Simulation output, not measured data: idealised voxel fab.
The document below concerns the process module designated voxel self aligned contacts.
In the cross-section labelled cut, the width is 215 nm and each square cell is 5 nm.
How to read a cross-section here: the picture is a grid of square cells, written as bands going from the top down, and any band can span one or more rows of cells. Within each band entry, the heights of the top and of the bottom of the band appear first, in that order and in nm; the materials of the band then follow from left to right, each with its corresponding width in nm. The designation "throughout" on a single material indicates that it fills the band from edge to edge; the designation "empty" indicates empty space. The level at which height equals 0 is the one under which the wafer, as it arrives, is entirely one material. No lower edge exists for the bottom band, which continues downward and is notated as in "from 0 down". When a width is written as two numbers, as in "30..40", the first number is the width in the top row of cells of the band and the second is the width in its bottom row, and the width changes by the same amount from each row to the next. The designation "nothing different", where it is given for a processing step, indicates that no cell of the cross-section was altered in the course of that step. "Completely sealed voids" enumerates empty spaces isolated from the top, with no open way to it, that contain at least 8 cells, giving each as width x height at distance from the left edge, all three in nm. That trailing text on a step's line, after the settings, is the simulator's own remark on the step. "overlay nm" denotes, for a step that has a mask, the displacement of the mask to the right of its planned place, with negative values corresponding to the left.

THE FOLLOWING LIST GIVES THE PLANNED PROCESS STEPS
1: RECEIVE,material Si
2: OXIDIZE,depth nm 5
3: DIRECTIONAL_DEP,material polySi,thk nm 20
4: DIRECTIONAL_DEP,material SiN,thk nm 20
5: MASKED_ETCH,tone cover,mask id GATE,width nm 30,pitch nm 55,etch materials SiN,depth nm 20,overlay nm 0
6: MASKED_ETCH,tone cover,mask id GATE,width nm 30,pitch nm 55,etch materials polySi,depth nm 20,overlay nm 0
7: CONFORMAL_DEP,material SiN,thk nm 5
8: DIRECTIONAL_ETCH,etch materials SiN,depth nm 5
9: FILL_DEP,material SiO2,thk nm 15
10: CMP,height nm 50
11: MASKED_ETCH,tone open,mask id CONTACT,width nm 35,etch materials SiO2,depth nm 55,overlay nm 0
12: CONFORMAL_DEP,material TiN,thk nm 5
13: FILL_DEP,material Ru,thk nm 10
14: CMP,height nm 50
15: CONFORMAL_DEP,material SiCN,thk nm 5

FIRST OF TWO WAFERS, WITH THE RUN CARRIED OUT AS PLANNED

AS-RECEIVED STATE OF THE WAFER IN CROSS-SECTION, EQUIVALENT TO POST-STEP 1
from 0 down = Si throughout
Completely sealed voids: none

SO THIS IS THE WAFER CROSS-SECTION RIGHT AFTER STEP 2
from 0 to -5 = SiO2 throughout
Under the height -5 nothing was changed.

SO THIS IS THE WAFER CROSS-SECTION RIGHT AFTER STEP 3
from 20 to 0 = polySi throughout
Under the height 0 nothing was changed.

SO THIS IS THE WAFER CROSS-SECTION RIGHT AFTER STEP 4
from 40 to 20 = SiN throughout
Under the height 20 nothing was changed.

SO THIS IS THE WAFER CROSS-SECTION RIGHT AFTER STEP 5
from 40 to 20 = empty (65)  SiN (30)  empty (25)  SiN (30)  empty (65)
Under the height 20 nothing was changed.

SO THIS IS THE WAFER CROSS-SECTION RIGHT AFTER STEP 6
from 40 to 20 = empty (65)  SiN (30)  empty (25)  SiN (30)  empty (65)
from 20 to 0 = empty (65)  polySi (30)  empty (25)  polySi (30)  empty (65)
Under the height 0 nothing was changed.

SO THIS IS THE WAFER CROSS-SECTION RIGHT AFTER STEP 7
from 45 to 20 = empty (60)  SiN (40)  empty (15)  SiN (40)  empty (60)
from 20 to 5 = empty (60)  SiN (5)  polySi (30)  SiN (5)  empty (15)  SiN (5)  polySi (30)  SiN (5)  empty (60)
from 5 to 0 = SiN (65)  polySi (30)  SiN (25)  polySi (30)  SiN (65)
Under the height 0 nothing was changed.

SO THIS IS THE WAFER CROSS-SECTION RIGHT AFTER STEP 8
from 40 to 20 = empty (60)  SiN (40)  empty (15)  SiN (40)  empty (60)
from 20 to 0 = empty (60)  SiN (5)  polySi (30)  SiN (5)  empty (15)  SiN (5)  polySi (30)  SiN (5)  empty (60)
Under the height 0 nothing was changed.

SO THIS IS THE WAFER CROSS-SECTION RIGHT AFTER STEP 9
from 55 to 40 = SiO2 throughout
from 40 to 20 = SiO2 (60)  SiN (40)  SiO2 (15)  SiN (40)  SiO2 (60)
from 20 to 0 = SiO2 (60)  SiN (5)  polySi (30)  SiN (5)  SiO2 (15)  SiN (5)  polySi (30)  SiN (5)  SiO2 (60)
Under the height 0 nothing was changed.

SO THIS IS THE WAFER CROSS-SECTION RIGHT AFTER STEP 10
from 50 to 40 = SiO2 throughout
Under the height 40 nothing was changed.

SO THIS IS THE WAFER CROSS-SECTION RIGHT AFTER STEP 11
from 50 to 40 = SiO2 (90)  empty (35)  SiO2 (90)
from 40 to 20 = SiO2 (60)  SiN (40)  empty (15)  SiN (40)  SiO2 (60)
from 20 to 0 = SiO2 (60)  SiN (5)  polySi (30)  SiN (5)  empty (15)  SiN (5)  polySi (30)  SiN (5)  SiO2 (60)
from 0 to -5 = SiO2 (100)  empty (15)  SiO2 (100)
Under the height -5 nothing was changed.

SO THIS IS THE WAFER CROSS-SECTION RIGHT AFTER STEP 12
from 55 to 50 = TiN (95)  empty (25)  TiN (95)
from 50 to 40 = SiO2 (90)  TiN (5..15)  empty (25..5)  TiN (5..15)  SiO2 (90)
from 40 to 20 = SiO2 (60)  SiN (40)  TiN (5)  empty (5)  TiN (5)  SiN (40)  SiO2 (60)
from 20 to 0 = SiO2 (60)  SiN (5)  polySi (30)  SiN (5)  TiN (5)  empty (5)  TiN (5)  SiN (5)  polySi (30)  SiN (5)  SiO2 (60)
from 0 to -5 = SiO2 (100)  TiN (15)  SiO2 (100)
Under the height -5 nothing was changed.

SO THIS IS THE WAFER CROSS-SECTION RIGHT AFTER STEP 13
from 65 to 55 = Ru throughout
from 55 to 50 = TiN (95)  Ru (25)  TiN (95)
from 50 to 40 = SiO2 (90)  TiN (5..15)  Ru (25..5)  TiN (5..15)  SiO2 (90)
from 40 to 20 = SiO2 (60)  SiN (40)  TiN (5)  Ru (5)  TiN (5)  SiN (40)  SiO2 (60)
from 20 to 0 = SiO2 (60)  SiN (5)  polySi (30)  SiN (5)  TiN (5)  Ru (5)  TiN (5)  SiN (5)  polySi (30)  SiN (5)  SiO2 (60)
Under the height 0 nothing was changed.

SO THIS IS THE WAFER CROSS-SECTION RIGHT AFTER STEP 14
from 50 to 40 = SiO2 (90)  TiN (5..15)  Ru (25..5)  TiN (5..15)  SiO2 (90)
Under the height 40 nothing was changed.

SO THIS IS THE WAFER CROSS-SECTION RIGHT AFTER STEP 15
from 55 to 50 = SiCN throughout
Under the height 50 nothing was changed.

OKAY, SECOND WAFER. NOTHING DIFFERENT AT THE START, NOTHING DIFFERENT IN THE PLAN, JUST ONE MISTAKE SOMEWHERE IN THE RUNNING. AS FAR AS STEP 5, COUNTING THAT STEP, IT'S THE FIRST WAFER ALL OVER AGAIN

THE SECOND WAFER CUT THROUGH, AT THE TIME STEP 6 WAS SUPPOSED TO BE FINISHED
from 40 to 20 = empty (65)  SiN (30)  empty (25)  SiN (30)  empty (65)
from 20 to 0 = empty (65)  polySi (40)  empty (15)  polySi (40)  empty (55)
Under the height 0 nothing was changed.

THE SECOND WAFER CUT THROUGH, AT THE TIME STEP 7 WAS SUPPOSED TO BE FINISHED
from 45 to 25 = empty (60)  SiN (40)  empty (15)  SiN (40)  empty (60)
from 25 to 20 = empty (60)  SiN (50)  empty (5)  SiN (50)  empty (50)
from 20 to 5 = empty (60)  SiN (5)  polySi (40)  SiN (5)  empty (5)  SiN (5)  polySi (40)  SiN (5)  empty (50)
from 5 to 0 = SiN (65)  polySi (40)  SiN (15)  polySi (40)  SiN (55)
Under the height 0 nothing was changed.

THE SECOND WAFER CUT THROUGH, AT THE TIME STEP 8 WAS SUPPOSED TO BE FINISHED
from 40 to 20 = empty (60)  SiN (40)  empty (15)  SiN (40)  empty (60)
from 20 to 0 = empty (60)  SiN (5)  polySi (40)  SiN (5)  empty (5)  SiN (5)  polySi (40)  SiN (5)  empty (50)
Under the height 0 nothing was changed.

THE SECOND WAFER CUT THROUGH, AT THE TIME STEP 9 WAS SUPPOSED TO BE FINISHED
from 55 to 40 = SiO2 throughout
from 40 to 20 = SiO2 (60)  SiN (40)  SiO2 (15)  SiN (40)  SiO2 (60)
from 20 to 0 = SiO2 (60)  SiN (5)  polySi (40)  SiN (5)  SiO2 (5)  SiN (5)  polySi (40)  SiN (5)  SiO2 (50)
Under the height 0 nothing was changed.

THE SECOND WAFER CUT THROUGH, AT THE TIME STEP 10 WAS SUPPOSED TO BE FINISHED
from 50 to 40 = SiO2 throughout
Under the height 40 nothing was changed.

THE SECOND WAFER CUT THROUGH, AT THE TIME STEP 11 WAS SUPPOSED TO BE FINISHED
from 50 to 40 = SiO2 (90)  empty (35)  SiO2 (90)
from 40 to 20 = SiO2 (60)  SiN (40)  empty (15)  SiN (40)  SiO2 (60)
from 20 to 0 = SiO2 (60)  SiN (5)  polySi (40)  SiN (5)  empty (5)  SiN (5)  polySi (40)  SiN (5)  SiO2 (50)
from 0 to -5 = SiO2 (110)  empty (5)  SiO2 (100)
Under the height -5 nothing was changed.

THE SECOND WAFER CUT THROUGH, AT THE TIME STEP 12 WAS SUPPOSED TO BE FINISHED
from 55 to 50 = TiN (95)  empty (25)  TiN (95)
from 50 to 40 = SiO2 (90)  TiN (5..15)  empty (25..5)  TiN (5..15)  SiO2 (90)
from 40 to 25 = SiO2 (60)  SiN (40)  TiN (5)  empty (5)  TiN (5)  SiN (40)  SiO2 (60)
from 25 to 20 = SiO2 (60)  SiN (40)  TiN (15)  SiN (40)  SiO2 (60)
from 20 to 0 = SiO2 (60)  SiN (5)  polySi (40)  SiN (5)  TiN (5)  SiN (5)  polySi (40)  SiN (5)  SiO2 (50)
from 0 to -5 = SiO2 (110)  TiN (5)  SiO2 (100)
Under the height -5 nothing was changed.

THE SECOND WAFER CUT THROUGH, AT THE TIME STEP 13 WAS SUPPOSED TO BE FINISHED
from 65 to 55 = Ru throughout
from 55 to 50 = TiN (95)  Ru (25)  TiN (95)
from 50 to 40 = SiO2 (90)  TiN (5..15)  Ru (25..5)  TiN (5..15)  SiO2 (90)
from 40 to 25 = SiO2 (60)  SiN (40)  TiN (5)  Ru (5)  TiN (5)  SiN (40)  SiO2 (60)
Under the height 25 nothing was changed.

THE SECOND WAFER CUT THROUGH, AT THE TIME STEP 14 WAS SUPPOSED TO BE FINISHED
from 50 to 40 = SiO2 (90)  TiN (5..15)  Ru (25..5)  TiN (5..15)  SiO2 (90)
Under the height 40 nothing was changed.

THE SECOND WAFER CUT THROUGH, AT THE TIME STEP 15 WAS SUPPOSED TO BE FINISHED
from 55 to 50 = SiCN throughout
Under the height 50 nothing was changed.
Which mistake was made when the wafer was run? note that step 6 departed from the planned setting and was carried out as MASKED_ETCH,tone cover,mask id GATE,width nm 30,pitch nm 55,etch materials polySi,depth nm 20,overlay nm 10
Bottom line after processing is that, in cells, the second wafer is up or down on some materials versus the first: Ru: 5 fewer; SiO2: 6 fewer; TiN: 5 fewer; polySi: 16 more
